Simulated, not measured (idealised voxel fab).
A process module follows: voxel wiring stack.
The width of the displayed cross-section, cut, is 190 nm; its cells are square, with a size of 5 nm.
Just so we're on the same page, the cross-sections are grids of square cells, and they're listed out in bands top to bottom, each band one or more rows deep. Per band: top height and bottom height in nm, followed by the left-to-right materials and their widths in nm; "all across" marks a single material spanning edge to edge, "empty" marks empty space. Note: height 0 marks the level under which the wafer is uniformly one material as received. Lowest band unbounded below, written "z 0 and below". A width given as "30->40" starts at the first number in the band's top row and ends at the second number in its bottom row, shifting by an equal amount at every step from row to row. A step reported as "nothing got changed" is a step in which no cell of the cross-section changed. "Non-vented voids": sealed empty spaces, 8 cells or more, no open way to top, listed width x height at distance, with distance from the left edge and width, height and distance in nm. Whatever follows a step's settings on its line is a remark the simulator itself makes about that step. The optional step-line setting "overlay nm" applies to steps with a mask and quantifies how far to the right of its planned location the mask lay, a negative value indicating leftward placement.
The process steps that were planned are listed below
1. RECEIVE (material Si)
2. CONFORMAL_DEP (material SiO2; thk nm 5)
3. CONFORMAL_DEP (material SiCN; thk nm 5)
4. DIRECTIONAL_DEP (material lowk; thk nm 20)
5. MASKED_ETCH (tone open; mask id METAL_1; width nm 25; pitch nm 40; etch materials lowk; depth nm 20; overlay nm 0)
6. MASKED_ETCH (tone open; mask id METAL_1; width nm 25; pitch nm 40; etch materials SiCN; depth nm 5; overlay nm 0)
7. CONFORMAL_DEP (material TiN; thk nm 5)
8. FILL_DEP (material W; thk nm 10)
9. CMP (height nm 35)
10. CONFORMAL_DEP (material SiCN; thk nm 5)
11. DIRECTIONAL_DEP (material lowk; thk nm 10)
12. PATTERN (tone open; mask id PLUG_1; material resist; width nm 15; pitch nm 40; thk nm 20; overlay nm 0)
13. DIRECTIONAL_ETCH (etch materials lowk; depth nm 10)
14. DIRECTIONAL_ETCH (etch materials SiCN; depth nm 5)
15. STRIP (etch materials resist)
16. EPI (material Ru; thk nm 10)
17. EPI (material Ru; thk nm 5)
18. CONFORMAL_DEP (material SiCN; thk nm 5)
19. DIRECTIONAL_DEP (material lowk; thk nm 15)
20. DIRECTIONAL_DEP (material aC; thk nm 10)
21. PATTERN (tone open; mask id METAL_2; material resist; width nm 25; pitch nm 40; thk nm 25; overlay nm 0)
22. DIRECTIONAL_ETCH (etch materials aC; depth nm 10)
23. STRIP (etch materials resist)
24. DIRECTIONAL_ETCH (etch materials lowk; depth nm 15)
25. DIRECTIONAL_ETCH (etch materials SiCN; depth nm 5)
26. STRIP (etch materials aC)
27. CONFORMAL_DEP (material TiN; thk nm 5)
28. FILL_DEP (material Ru; thk nm 10)
29. CMP (height nm 70)
30. EPI (material Ru; thk nm 5)
31. FILL_DEP (material SiCN; thk nm 5)
32. DIRECTIONAL_DEP (material lowk; thk nm 30)
33. MASKED_ETCH (tone open; mask id METAL_3; width nm 25; pitch nm 40; etch materials lowk; depth nm 20; overlay nm 0)
34. DIRECTIONAL_DEP (material aC; thk nm 15)
35. PATTERN (tone open; mask id METAL_3_HOLES; material resist; width nm 15; thk nm 35; overlay nm 0)
36. DIRECTIONAL_ETCH (etch materials aC; depth nm 15)
37. STRIP (etch materials resist)
38. DIRECTIONAL_ETCH (etch materials lowk; depth nm 10)
39. DIRECTIONAL_ETCH (etch materials SiCN; depth nm 5)
40. STRIP (etch materials aC)
41. CONFORMAL_DEP (material TiN; thk nm 5)
42. FILL_DEP (material Ru; thk nm 5)
43. CMP (height nm 110)
44. CONFORMAL_DEP (material SiN; thk nm 5)
Every wafer here starts from the same state; it is the step 2 thk nm that distinguishes them, and the value the plan gives belongs to the first wafer.
After step 1, as received: first of several wafers, cross-section
	z 0 and below | Si all across
	Non-vented voids: none
The cross-section of the first of several wafers is given below for the end of the module, after its final step, step 44
	z 115 to 110 | SiN all across
	z 110 to 95 | 60 of lowk, 5 of TiN, 15 of Ru, 5 of TiN, 15 of lowk, 5 of TiN, 15 of Ru, 5 of TiN, 65 of lowk
	z 95 to 90 | 60 of lowk, 5 of TiN, 5 of Ru, 15 of TiN, 15 of lowk, 25 of TiN, 65 of lowk
	z 90 to 80 | 60 of lowk, 5 of TiN, 5 of Ru, 5 of TiN, 115 of lowk
	z 80 to 75 | 60 of SiCN, 15 of TiN, 115 of SiCN
	z 75 to 70 | 55 of SiCN, 35 of Ru, 5 of SiCN, 35 of Ru, 60 of SiCN
	z 70 to 55 | 60 of lowk, 5 of TiN, 15 of Ru, 5 of TiN, 15 of lowk, 5 of TiN, 15 of Ru, 5 of TiN, 65 of lowk
	z 55 to 50 | 60 of SiCN, 25 of TiN, 15 of SiCN, 25 of TiN, 65 of SiCN
	z 50 to 40 | 60 of lowk, 15 of Ru, 25 of lowk, 15 of Ru, 75 of lowk
	z 40 to 35 | 60 of SiCN, 15 of Ru, 25 of SiCN, 15 of Ru, 75 of SiCN
	z 35 to 30 | 65 of TiN, 15 of W, 25 of TiN, 15 of W, 70 of TiN
	z 30 to 10 | 60 of lowk, 5 of TiN, 15 of W, 5 of TiN, 15 of lowk, 5 of TiN, 15 of W, 5 of TiN, 65 of lowk
	z 10 to 5 | 60 of SiCN, 25 of TiN, 15 of SiCN, 25 of TiN, 65 of SiCN
	z 5 to 0 | SiO2 all across
	z 0 and below | Si all across
	Non-vented voids: none
Final wafer cross-section at module end
	z 115 to 110 | SiN all across
	z 110 to 95 | 60 of lowk, 5 of TiN, 15 of Ru, 5 of TiN, 15 of lowk, 5 of TiN, 15 of Ru, 5 of TiN, 65 of lowk
	z 95 to 90 | 60 of lowk, 5 of TiN, 5 of Ru, 15 of TiN, 15 of lowk, 25 of TiN, 65 of lowk
	z 90 to 80 | 60 of lowk, 5 of TiN, 5 of Ru, 5 of TiN, 115 of lowk
	z 80 to 75 | 60 of SiCN, 15 of TiN, 115 of SiCN
	z 75 to 70 | 55 of SiCN, 35 of Ru, 5 of SiCN, 35 of Ru, 60 of SiCN
	z 70 to 55 | 60 of lowk, 5 of TiN, 15 of Ru, 5 of TiN, 15 of lowk, 5 of TiN, 15 of Ru, 5 of TiN, 65 of lowk
	z 55 to 50 | 60 of SiCN, 25 of TiN, 15 of SiCN, 25 of TiN, 65 of SiCN
	z 50 to 40 | 60 of lowk, 15 of Ru, 25 of lowk, 15 of Ru, 75 of lowk
	z 40 to 35 | 60 of SiCN, 15 of Ru, 25 of SiCN, 15 of Ru, 75 of SiCN
	z 35 to 30 | 60 of lowk, 5 of TiN, 15 of W, 5 of TiN, 15 of lowk, 5 of TiN, 15 of W, 5 of TiN, 65 of lowk
	z 30 to 25 | 60 of SiCN, 25 of TiN, 15 of SiCN, 25 of TiN, 65 of SiCN
	z 25 to 0 | SiO2 all across
	z 0 and below | Si all across
	Non-vented voids: none
Per wafer (row), end of module: delta in cells per material since receipt, (+) for gained, (-) for lost; closed voids after that
thk nm 5, +71 Ru, +147 SiCN, +38 SiN, +38 SiO2, +108 TiN, +30 W, +442 lowk, Non-vented voids: none
thk nm 10, +71 Ru, +147 SiCN, +38 SiN, +76 SiO2, +76 TiN, +24 W, +442 lowk, Non-vented voids: none
thk nm 15, +71 Ru, +147 SiCN, +38 SiN, +114 SiO2, +72 TiN, +18 W, +414 lowk, Non-vented voids: none
thk nm 20, +71 Ru, +147 SiCN, +38 SiN, +152 SiO2, +68 TiN, +12 W, +386 lowk, Non-vented voids: none
thk nm 25, +71 Ru, +147 SiCN, +38 SiN, +190 SiO2, +64 TiN, +6 W, +358 lowk, Non-vented voids: none
